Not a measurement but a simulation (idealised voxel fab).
process module | voxel capacitor over wiring
cross-section cut | 165 nm wide | cells 5 nm
A cross-section is a grid of square cells, given in bands from the top down. A band is one or more rows of cells.
Each band's line starts with the height of the band's top and of its bottom, in nm. Then come its materials from left to right, each with its width in nm. One material with "throughout" fills the band from edge to edge. "air" is empty space.
Height 0 is the level under which the wafer as received is all one material. The lowest band goes on downwards, as in "0 down".
A width such as "30 to 40" changes by the same amount from each row of cells to the next, from the band's top row to its bottom row.
"no change" after a step means that no cell of the cross-section changed.
closed voids: empty space of 8 cells or more with no open way to the top, each as width x height at its distance from the left edge, in nm
after a step's settings: what the simulator itself notes on the step
overlay nm, on a step with a mask: how far to the right of its planned place the mask lay; to the left if negative
plan
1 op RECEIVE | material Si
2 op CONFORMAL_DEP | material SiO2 | thk nm 15
3 op DIRECTIONAL_DEP | material TiN | thk nm 5
4 op DIRECTIONAL_DEP | material W | thk nm 15
5 op DIRECTIONAL_DEP | material aC | thk nm 10
6 op PATTERN | tone cover | mask id METAL_1 | material resist | width nm 30 | pitch nm 80 | thk nm 25 | overlay nm 0
7 op DIRECTIONAL_ETCH | etch materials aC | depth nm 10
8 op STRIP | etch materials resist
9 op DIRECTIONAL_ETCH | etch materials W | depth nm 15
10 op DIRECTIONAL_ETCH | etch materials TiN | depth nm 5
11 op STRIP | etch materials aC
12 op CONFORMAL_DEP | material SiCN | thk nm 5
13 op FILL_DEP | material lowk | thk nm 5
14 op CMP | height nm 35
15 op CONFORMAL_DEP | material SiCN | thk nm 5
16 op DIRECTIONAL_DEP | material SiO2 | thk nm 15
17 op MASKED_ETCH | tone open | mask id PLUG_1 | width nm 15 | etch materials SiO2 | depth nm 15 | overlay nm 0
18 op MASKED_ETCH | tone open | mask id PLUG_1 | width nm 15 | etch materials SiCN | depth nm 5 | overlay nm 0
19 op EPI | material Ru | thk nm 10
20 op EPI | material Ru | thk nm 10
21 op DIRECTIONAL_DEP | material TiN | thk nm 10
22 op DIRECTIONAL_DEP | material SiN | thk nm 5
23 op DIRECTIONAL_DEP | material TiN | thk nm 5
24 op PATTERN | tone cover | mask id UPPER_PLATE | material resist | width nm 55 | thk nm 15 | overlay nm 0
25 op DIRECTIONAL_ETCH | etch materials TiN | depth nm 5
26 op DIRECTIONAL_ETCH | etch materials SiN | depth nm 5
27 op STRIP | etch materials resist
28 op MASKED_ETCH | tone cover | mask id LOWER_PLATE | width nm 65 | etch materials TiN | depth nm 10 | overlay nm 0
29 op FILL_DEP | material SiO2 | thk nm 15
30 op CMP | height nm 85
31 op MASKED_ETCH | tone open | mask id PLUG_2 | width nm 15 | etch materials SiO2 | depth nm 10 | overlay nm 0
32 op CONFORMAL_DEP | material TiN | thk nm 5
33 op FILL_DEP | material Cu | thk nm 5
34 op CMP | height nm 85
35 op CONFORMAL_DEP | material SiN | thk nm 5
as received, after step 1
  0 down: Si throughout
  closed voids: none
a wafer at the end: this start, this plan, one mistake
  90 to 85: SiN throughout
  85 to 80: SiO2 50 | TiN 5 | Cu 5 | TiN 5 | SiO2 100
  80 to 70: SiO2 50 to 40 | TiN 15 to 55 | SiO2 100 to 70
  70 to 65: SiO2 40 | SiN 55 | SiO2 70
  65 to 55: SiO2 35 | TiN 65 | SiO2 65
  55 to 40: SiO2 40 | Ru 15 | SiO2 110
  40 to 35: SiCN 40 | Ru 15 | SiCN 110
  35 to 30: SiCN 25 | TiN 30 | SiCN 50 | TiN 30 | SiCN 30
  30 to 0: SiO2 throughout
  0 down: Si throughout
  closed voids: none
what went wrong: step 2 was run twice
